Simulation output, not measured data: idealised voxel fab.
Name of the process module below: voxel trench capacitor
Each square cell in cross-section cut measures 5 nm, and the section as a whole is 235 nm wide.
Each cross-section below is a grid of square cells, stated as bands in top-down order, with one or more rows of cells making up each band. Basically the band line says how high the top is and how high the bottom is, in nm, and then what's in it from left to right, every material with its width in nm. Empty space shows up as "empty", and if a single material carries "edge to edge" it runs the full band edge to edge. Ref level 0: as-received wafer is one material below here. Bottom band extends down with no lower bound ("0..down"). Read "30..40" as a graded width: first number on top, second number at the bottom, same change between each pair of neighbouring rows. It should be understood that the words "nothing was modified", when stated for a given step, signify that the cross-section underwent no change in any of its cells during that step. Each empty space that has no open way to the top and spans at least 8 cells appears under "Fully sealed voids" as width x height at distance, the distance counted from the left edge, all in nm. Anything after a step's settings on that line? It's the simulator's own note about the step. The "overlay nm" setting may appear on a step's line; for a step that uses a mask, it gives how far to the right of its planned position the mask lay, and a negative value indicates the left.

Set out below are the planned steps of the process:
1. op RECEIVE | material Si
2. op CONFORMAL_DEP | material SiN | thk nm 10
3. op MASKED_ETCH | tone open | mask id TRENCH | width nm 15 | pitch nm 45 | etch materials SiN | depth nm 10 | overlay nm 0
4. op MASKED_ETCH | tone open | mask id TRENCH | width nm 15 | pitch nm 45 | etch materials Si | depth nm 25 | overlay nm 0
5. op CONFORMAL_DEP | material SiO2 | thk nm 5
6. op FILL_DEP | material polySi | thk nm 5
7. op CMP | height nm 10

Shown in cross-section is the wafer as received, that is, as it stands after step 1:
> 0..down = Si edge to edge
> Fully sealed voids: none

Post-module cross-section: identical start and plan to those above, one misstep in execution:
> 10..0 = 85 of SiN | 5 of SiO2 | 5 of polySi | 5 of SiO2 | 30 of SiN | 5 of SiO2 | 5 of polySi | 5 of SiO2 | 90 of SiN
> 0..-15 = 85 of Si | 5 of SiO2 | 5 of polySi | 5 of SiO2 | 30 of Si | 5 of SiO2 | 5 of polySi | 5 of SiO2 | 90 of Si
> -15..-20 = 85 of Si | 15 of SiO2 | 30 of Si | 15 of SiO2 | 90 of Si
> -20..down = Si edge to edge
> Fully sealed voids: none
Misprocessing identified: step 4, actual vs plan mismatch, actual run op MASKED_ETCH | tone open | mask id TRENCH | width nm 15 | pitch nm 45 | etch materials Si | depth nm 20 | overlay nm 0
